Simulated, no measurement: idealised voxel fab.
Name of the process module below: voxel local oxidation
Section shown: cut. Width: 185 nm. Cell size: 5 nm, square.
Notation: cross-section as square-cell grid; stated in bands, top first, going down; one or more cell rows per band.
Basically the band line says how high the top is and how high the bottom is, in nm, and then what's in it from left to right, every material with its width in nm. Empty space shows up as "empty", and if a single material carries "edge to edge" it runs the full band edge to edge.
Measure heights from 0. That's the level where, below it, the as-received wafer is all one material. The lowest band is bottomless and extends downward; write it as in "top 0, no bottom".
Width "30 to 40": first value at the band's top row of cells, second value at its bottom row, equal change from row to row.
The cross-section has no changed cell in any step marked "all unchanged".
Empty spaces without an open route to the top, at least 8 cells in extent, make up the entry "Sealed-off cavities"; each is given as width x height at distance, where the distance is measured from the left edge, and all are in nm.
Formally, on a step line, whatever follows the settings is a remark that the simulator itself makes on the step.
overlay nm, on a step with a mask: how far to the right of its planned place the mask lay; to the left if negative
Planned step list for the process:
1 RECEIVE with material Si
2 OXIDIZE with depth nm 5
3 CONFORMAL_DEP with material SiN, thk nm 15
4 DIRECTIONAL_DEP with material aC, thk nm 15
5 PATTERN with tone cover, mask id ACTIVE, material resist, width nm 90, thk nm 35, overlay nm -15
6 DIRECTIONAL_ETCH with etch materials aC, depth nm 15
7 STRIP with etch materials resist
8 DIRECTIONAL_ETCH with etch materials SiN, depth nm 15
9 STRIP with etch materials aC
10 SELECTIVE_ETCH with etch materials SiO2, depth nm 5
11 OXIDIZE with depth nm 15
12 STRIP with etch materials SiN
Where the wafers of this document differ is in the overlay nm of step 5; they start out the same, and the plan states the value that applied to the first wafer.
First wafer of several, as received: cross-section after step 1:
  top 0, no bottom: Si edge to edge
  Sealed-off cavities: none
The cross-section of the first of several wafers is given below for the end of the module, after its final step, step 12:
  top 0, bottom -5: 35 nm empty; 80 nm SiO2; 70 nm empty
  top -5, bottom -20: 50 nm SiO2; 50 nm Si; 85 nm SiO2
  top -20, no bottom: Si edge to edge
  Sealed-off cavities: none
last wafer at the end:
  top 0, bottom -5: 65 nm empty; 80 nm SiO2; 40 nm empty
  top -5, bottom -20: 80 nm SiO2; 50 nm Si; 55 nm SiO2
  top -20, no bottom: Si edge to edge
  Sealed-off cavities: none
each wafer at the end: cells of each material gained (+) or lost (-) since it was received, then its closed voids:
overlay nm -15 | -118 Si | +97 SiO2 | Sealed-off cavities: none
overlay nm -10 | -118 Si | +97 SiO2 | Sealed-off cavities: none
overlay nm -5 | -118 Si | +97 SiO2 | Sealed-off cavities: none
overlay nm 0 | -118 Si | +97 SiO2 | Sealed-off cavities: none
overlay nm 5 | -118 Si | +97 SiO2 | Sealed-off cavities: none
overlay nm 10 | -118 Si | +97 SiO2 | Sealed-off cavities: none
overlay nm 15 | -118 Si | +97 SiO2 | Sealed-off cavities: none
